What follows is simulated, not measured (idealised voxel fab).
Name of the process module below: voxel self aligned vias
FYI the section here is cut, 275 nm wide, cells are 5 nm squares.
Think of the cross-section as a grid of square cells. We describe it in bands, top to bottom, and each band covers one or more rows of those cells.
Heights first: top, then bottom, in nm. Then materials, left to right, each with a width in nm. "everywhere" on a single material: fills the band edge to edge. "blank": empty space.
Note: height 0 marks the level under which the wafer is uniformly one material as received. Lowest band unbounded below, written "0 and below".
A width given as "30..40" starts at the first number in the band's top row and ends at the second number in its bottom row, shifting by an equal amount at every step from row to row.
"no alterations made" means the step left every cell of the cross-section as it was.
Sealed void listing: empty space of 8 cells or more with no open way to the top, each as width x height at its distance from the left edge, in nm
Heads up: the bit after the settings on a step's line is the simulator's remark on that step.
overlay nm: how far to the right of its planned place the mask lay on this masked step (negative: to the left).

## Steps in the process plan
1: RECEIVE | material Si
2: CONFORMAL_DEP | material SiO2 | thk nm 15
3: CONFORMAL_DEP | material SiCN | thk nm 5
4: DIRECTIONAL_DEP | material SiO2 | thk nm 20
5: PATTERN | tone open | mask id LINES | material resist | width nm 20 | pitch nm 70 | thk nm 15 | overlay nm 0
6: DIRECTIONAL_ETCH | etch materials SiO2 | depth nm 20
7: STRIP | etch materials resist
8: CONFORMAL_DEP | material TiN | thk nm 5
9: FILL_DEP | material W | thk nm 5
10: CMP | height nm 40
11: SELECTIVE_ETCH | etch materials W Ru TiN | depth nm 5
12: FILL_DEP | material SiN | thk nm 5
13: CMP | height nm 40
14: DIRECTIONAL_DEP | material SiO2 | thk nm 15
15: PATTERN | tone open | mask id VIAS | material resist | width nm 40 | pitch nm 140 | thk nm 15 | overlay nm 0
16: DIRECTIONAL_ETCH | etch materials SiO2 | depth nm 15
17: DIRECTIONAL_ETCH | etch materials SiN | depth nm 5
18: STRIP | etch materials resist
19: CONFORMAL_DEP | material TiN | thk nm 5
20: FILL_DEP | material Cu | thk nm 10
21: CMP | height nm 55
22: CONFORMAL_DEP | material SiN | thk nm 5

## Incoming wafer in cross-section (state: after step 1)
* 0 and below | Si everywhere
* Sealed void listing: none

## Post-module cross-section of the first of two wafers (run per plan)
* 60 down to 55 | SiN everywhere
* 55 down to 45 | 45 SiO2 / 5 TiN / 30 Cu / 5 TiN / 100 SiO2 / 5 TiN / 30 Cu / 5 TiN / 50 SiO2
* 45 down to 40 | 45 SiO2 / 15 TiN / 10 Cu / 15 TiN / 100 SiO2 / 15 TiN / 10 Cu / 15 TiN / 50 SiO2
* 40 down to 35 | 55 SiO2 / 20 TiN / 50 SiO2 / 20 SiN / 50 SiO2 / 20 TiN / 60 SiO2
* 35 down to 25 | 55 SiO2 / 5 TiN / 10 W / 5 TiN / 50 SiO2 / 5 TiN / 10 W / 5 TiN / 50 SiO2 / 5 TiN / 10 W / 5 TiN / 60 SiO2
* 25 down to 20 | 55 SiO2 / 20 TiN / 50 SiO2 / 20 TiN / 50 SiO2 / 20 TiN / 60 SiO2
* 20 down to 15 | SiCN everywhere
* 15 down to 0 | SiO2 everywhere
* 0 and below | Si everywhere
* Sealed void listing: none

## So this is wafer number two of the two, cut at the end of the module - it started where the first did and had the same plan, we just got one thing wrong running it
* 60 down to 55 | SiN everywhere
* 55 down to 45 | 50 SiO2 / 5 TiN / 25 Cu / 5 TiN / 105 SiO2 / 5 TiN / 25 Cu / 5 TiN / 50 SiO2
* 45 down to 40 | 50 SiO2 / 10 TiN / 10 Cu / 15 TiN / 105 SiO2 / 10 TiN / 10 Cu / 15 TiN / 50 SiO2
* 40 down to 35 | 55 SiO2 / 20 TiN / 50 SiO2 / 20 SiN / 50 SiO2 / 20 TiN / 60 SiO2
* 35 down to 25 | 55 SiO2 / 5 TiN / 10 W / 5 TiN / 50 SiO2 / 5 TiN / 10 W / 5 TiN / 50 SiO2 / 5 TiN / 10 W / 5 TiN / 60 SiO2
* 25 down to 20 | 55 SiO2 / 20 TiN / 50 SiO2 / 20 TiN / 50 SiO2 / 20 TiN / 60 SiO2
* 20 down to 15 | SiCN everywhere
* 15 down to 0 | SiO2 everywhere
* 0 and below | Si everywhere
* Sealed void listing: none
Error vs. plan: not per plan at step 15, really ran PATTERN | tone open | mask id VIAS | material resist | width nm 35 | pitch nm 140 | thk nm 15 | overlay nm 0
at the end the second wafer has, in cells: 4 fewer of Cu, 6 more of SiO2, 2 fewer of TiN
